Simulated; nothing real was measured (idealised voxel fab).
process module | voxel self aligned vias
cross-section cut | 220 nm wide | cells 5 nm
A cross-section is a grid of square cells, given in bands from the top down. A band is one or more rows of cells.
Each band's line starts with the height of the band's top and of its bottom, in nm. Then come its materials from left to right, each with its width in nm. One material with "throughout" fills the band from edge to edge. "air" is empty space.
Height 0 is the level under which the wafer as received is all one material. The lowest band goes on downwards, as in "0 down".
A width such as "30 to 40" changes by the same amount from each row of cells to the next, from the band's top row to its bottom row.
"no change" after a step means that no cell of the cross-section changed.
closed voids: empty space of 8 cells or more with no open way to the top, each as width x height at its distance from the left edge, in nm
after a step's settings: what the simulator itself notes on the step
overlay nm, on a step with a mask: how far to the right of its planned place the mask lay; to the left if negative
plan
1 op RECEIVE | material Si
2 op CONFORMAL_DEP | material SiO2 | thk nm 10
3 op CONFORMAL_DEP | material SiCN | thk nm 5
4 op DIRECTIONAL_DEP | material lowk | thk nm 25
5 op MASKED_ETCH | tone open | mask id LINES | width nm 20 | pitch nm 60 | etch materials lowk | depth nm 25 | overlay nm 0
6 op CONFORMAL_DEP | material TiN | thk nm 5
7 op FILL_DEP | material W | thk nm 5
8 op CMP | height nm 40
9 op SELECTIVE_ETCH | etch materials W Ru TiN | depth nm 5
10 op FILL_DEP | material SiN | thk nm 10
11 op CMP | height nm 40
12 op DIRECTIONAL_DEP | material lowk | thk nm 20
13 op MASKED_ETCH | tone open | mask id VIAS | width nm 40 | pitch nm 60 | etch materials lowk | depth nm 20 | overlay nm 0
14 op MASKED_ETCH | tone open | mask id VIAS | width nm 40 | pitch nm 60 | etch materials SiN | depth nm 5 | overlay nm 0
15 op CONFORMAL_DEP | material TiN | thk nm 5
16 op FILL_DEP | material W | thk nm 5
17 op CMP | height nm 60
18 op CONFORMAL_DEP | material SiN | thk nm 5
as received, after step 1
  0 down: Si throughout
  closed voids: none
first wafer at the end, as planned
  65 to 60: SiN throughout
  60 to 45: lowk 60 | TiN 5 | W 30 | TiN 5 | lowk 20 | TiN 5 | W 30 | TiN 5 | lowk 60
  45 to 40: lowk 60 | TiN 15 | W 10 | TiN 15 | lowk 20 | TiN 15 | W 10 | TiN 15 | lowk 60
  40 to 35: lowk 70 | TiN 20 | lowk 40 | TiN 20 | lowk 70
  35 to 20: lowk 70 | TiN 5 | W 10 | TiN 5 | lowk 40 | TiN 5 | W 10 | TiN 5 | lowk 70
  20 to 15: lowk 70 | TiN 20 | lowk 40 | TiN 20 | lowk 70
  15 to 10: SiCN throughout
  10 to 0: SiO2 throughout
  0 down: Si throughout
  closed voids: none
second wafer at the end: like start, like plan, one mistake
  65 to 60: SiN throughout
  60 to 45: lowk 60 | TiN 5 | W 35 | TiN 5 | lowk 15 | TiN 5 | W 35 | TiN 5 | lowk 55
  45 to 40: lowk 60 | TiN 15 | W 10 | TiN 20 | lowk 15 | TiN 15 | W 10 | TiN 20 | lowk 55
  40 to 35: lowk 70 | TiN 20 | lowk 40 | TiN 20 | lowk 70
  35 to 20: lowk 70 | TiN 5 | W 10 | TiN 5 | lowk 40 | TiN 5 | W 10 | TiN 5 | lowk 70
  20 to 15: lowk 70 | TiN 20 | lowk 40 | TiN 20 | lowk 70
  15 to 10: SiCN throughout
  10 to 0: SiO2 throughout
  0 down: Si throughout
  closed voids: none
what went wrong: step 13 ran as: op MASKED_ETCH | tone open | mask id VIAS | width nm 45 | pitch nm 60 | etch materials lowk | depth nm 20 | overlay nm 0
at the end the second wafer has, in cells: 2 more of TiN | 6 more of W | 8 fewer of lowk
